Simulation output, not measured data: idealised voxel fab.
process module | voxel capacitor over wiring
cross-section cut | 245 nm wide | cells 5 nm
A cross-section is a grid of square cells, given in bands from the top down. A band is one or more rows of cells.
Each band's line starts with the height of the band's top and of its bottom, in nm. Then come its materials from left to right, each with its width in nm. One material with "throughout" fills the band from edge to edge. "air" is empty space.
Height 0 is the level under which the wafer as received is all one material. The lowest band goes on downwards, as in "0 down".
A width such as "30 to 40" changes by the same amount from each row of cells to the next, from the band's top row to its bottom row.
"no change" after a step means that no cell of the cross-section changed.
closed voids: empty space of 8 cells or more with no open way to the top, each as width x height at its distance from the left edge, in nm
after a step's settings: what the simulator itself notes on the step
overlay nm, on a step with a mask: how far to the right of its planned place the mask lay; to the left if negative
plan
1 op RECEIVE | material Si
2 op CONFORMAL_DEP | material SiO2 | thk nm 15
3 op CONFORMAL_DEP | material SiCN | thk nm 5
4 op DIRECTIONAL_DEP | material lowk | thk nm 25
5 op DIRECTIONAL_DEP | material aC | thk nm 15
6 op PATTERN | tone open | mask id METAL_1 | material resist | width nm 20 | pitch nm 90 | thk nm 35 | overlay nm 0
7 op DIRECTIONAL_ETCH | etch materials aC | depth nm 15
8 op STRIP | etch materials resist
9 op DIRECTIONAL_ETCH | etch materials lowk | depth nm 25
10 op DIRECTIONAL_ETCH | etch materials SiCN | depth nm 5
11 op STRIP | etch materials aC
12 op CONFORMAL_DEP | material TiN | thk nm 5
13 op FILL_DEP | material Cu | thk nm 5
14 op CMP | height nm 45
15 op EPI | material Ru | thk nm 5
16 op FILL_DEP | material SiCN | thk nm 5
17 op DIRECTIONAL_DEP | material SiO2 | thk nm 20
18 op PATTERN | tone open | mask id PLUG_1 | material resist | width nm 15 | thk nm 20 | overlay nm 0
19 op DIRECTIONAL_ETCH | etch materials SiO2 | depth nm 20
20 op DIRECTIONAL_ETCH | etch materials SiCN | depth nm 5
21 op STRIP | etch materials resist
22 op EPI | material Ru | thk nm 10
23 op EPI | material Ru | thk nm 10
24 op EPI | material Ru | thk nm 5
25 op DIRECTIONAL_DEP | material TiN | thk nm 5
26 op DIRECTIONAL_DEP | material Al2O3 | thk nm 5
27 op DIRECTIONAL_DEP | material TiN | thk nm 5
28 op MASKED_ETCH | tone cover | mask id UPPER_PLATE | width nm 75 | etch materials TiN | depth nm 5 | overlay nm 0
29 op MASKED_ETCH | tone cover | mask id UPPER_PLATE | width nm 75 | etch materials Al2O3 | depth nm 5 | overlay nm 0
30 op DIRECTIONAL_DEP | material aC | thk nm 15
31 op PATTERN | tone cover | mask id LOWER_PLATE | material resist | width nm 85 | thk nm 30 | overlay nm 0
32 op DIRECTIONAL_ETCH | etch materials aC | depth nm 15
33 op STRIP | etch materials resist
34 op DIRECTIONAL_ETCH | etch materials TiN | depth nm 5
35 op STRIP | etch materials aC
36 op FILL_DEP | material SiO2 | thk nm 20
37 op CMP | height nm 105
38 op DIRECTIONAL_DEP | material aC | thk nm 15
39 op PATTERN | tone open | mask id PLUG_2 | material resist | width nm 15 | thk nm 35 | overlay nm 0
40 op DIRECTIONAL_ETCH | etch materials aC | depth nm 15
41 op STRIP | etch materials resist
42 op DIRECTIONAL_ETCH | etch materials SiO2 | depth nm 15
43 op STRIP | etch materials aC
44 op CONFORMAL_DEP | material TiN | thk nm 5
45 op FILL_DEP | material Cu | thk nm 10
46 op CMP | height nm 105
47 op CONFORMAL_DEP | material SiN | thk nm 5
varied across the wafers: thk nm of step 27. The plan shows the first wafer's value. All wafers start alike
first wafer as received, after step 1
  0 down: Si throughout
  closed voids: none
first wafer at the end, after step 47
  110 to 105: SiN throughout
  105 to 95: SiO2 80 | TiN 5 | Cu 5 | TiN 5 | SiO2 150
  95 to 85: SiO2 80 to 70 | TiN 15 to 75 | SiO2 150 to 100
  85 to 80: SiO2 70 | Al2O3 75 | SiO2 100
  80 to 75: SiO2 65 | TiN 85 | SiO2 95
  75 to 55: SiO2 70 | Ru 15 | SiO2 160
  55 to 50: SiCN 70 | Ru 15 | SiCN 160
  50 to 45: SiCN 60 | Ru 30 | SiCN 60 | Ru 30 | SiCN 65
  45 to 20: lowk 65 | TiN 5 | Cu 10 | TiN 5 | lowk 70 | TiN 5 | Cu 10 | TiN 5 | lowk 70
  20 to 15: SiCN 65 | TiN 20 | SiCN 70 | TiN 20 | SiCN 70
  15 to 0: SiO2 throughout
  0 down: Si throughout
  closed voids: none
last wafer at the end
  110 to 105: SiN throughout
  105 to 95: SiO2 70 to 65 | TiN 75 to 85 | SiO2 100 to 95
  95 to 85: TiN throughout
  85 to 80: Al2O3 throughout
  80 to 75: TiN throughout
  75 to 55: SiO2 70 | Ru 15 | SiO2 160
  55 to 50: SiCN 70 | Ru 15 | SiCN 160
  50 to 45: SiCN 60 | Ru 30 | SiCN 60 | Ru 30 | SiCN 65
  45 to 20: lowk 65 | TiN 5 | Cu 10 | TiN 5 | lowk 70 | TiN 5 | Cu 10 | TiN 5 | lowk 70
  20 to 15: SiCN 65 | TiN 20 | SiCN 70 | TiN 20 | SiCN 70
  15 to 0: SiO2 throughout
  0 down: Si throughout
  closed voids: none
each wafer at the end: cells of each material gained (+) or lost (-) since it was received, then its closed voids
thk nm 5 | +15 Al2O3 | +22 Cu | +27 Ru | +124 SiCN | +49 SiN | +569 SiO2 | +67 TiN | +205 lowk | closed voids: none
thk nm 10 | +49 Al2O3 | +21 Cu | +27 Ru | +124 SiCN | +49 SiN | +489 SiO2 | +114 TiN | +205 lowk | closed voids: none
thk nm 15 | +49 Al2O3 | +20 Cu | +27 Ru | +124 SiCN | +49 SiN | +443 SiO2 | +161 TiN | +205 lowk | closed voids: none
thk nm 20 | +49 Al2O3 | +20 Cu | +27 Ru | +124 SiCN | +49 SiN | +397 SiO2 | +207 TiN | +205 lowk | closed voids: none
